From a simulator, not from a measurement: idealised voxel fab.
process module | voxel tone inversion
cross-section cut | 290 nm wide | cells 5 nm
A cross-section is a grid of square cells, given in bands from the top down. A band is one or more rows of cells.
Each band's line starts with the height of the band's top and of its bottom, in nm. Then come its materials from left to right, each with its width in nm. One material with "throughout" fills the band from edge to edge. "air" is empty space.
Height 0 is the level under which the wafer as received is all one material. The lowest band goes on downwards, as in "0 down".
A width such as "30 to 40" changes by the same amount from each row of cells to the next, from the band's top row to its bottom row.
"no change" after a step means that no cell of the cross-section changed.
closed voids: empty space of 8 cells or more with no open way to the top, each as width x height at its distance from the left edge, in nm
after a step's settings: what the simulator itself notes on the step
overlay nm, on a step with a mask: how far to the right of its planned place the mask lay; to the left if negative
plan
1 op RECEIVE | material Si
2 op CONFORMAL_DEP | material SiCN | thk nm 5
3 op DIRECTIONAL_DEP | material aC | thk nm 5
4 op PATTERN | tone cover | mask id POSTS | material resist | width nm 15 | pitch nm 45 | thk nm 20 | overlay nm 0
5 op DIRECTIONAL_ETCH | etch materials aC | depth nm 15
6 op STRIP | etch materials resist
7 op FILL_DEP | material SiO2 | thk nm 10
8 op CMP | height nm 20
9 op STRIP | etch materials aC
varied across the wafers: thk nm of step 3. The plan shows the first wafer's value. All wafers start alike
first wafer as received, after step 1
  0 down: Si throughout
  closed voids: none
each wafer at the end: cells of each material gained (+) or lost (-) since it was received, then its closed voids
thk nm 5 | +58 SiCN | +168 SiO2 | +6 aC | closed voids: none
thk nm 10 | +58 SiCN | +162 SiO2 | +12 aC | closed voids: none
thk nm 15 | +58 SiCN | +156 SiO2 | closed voids: none
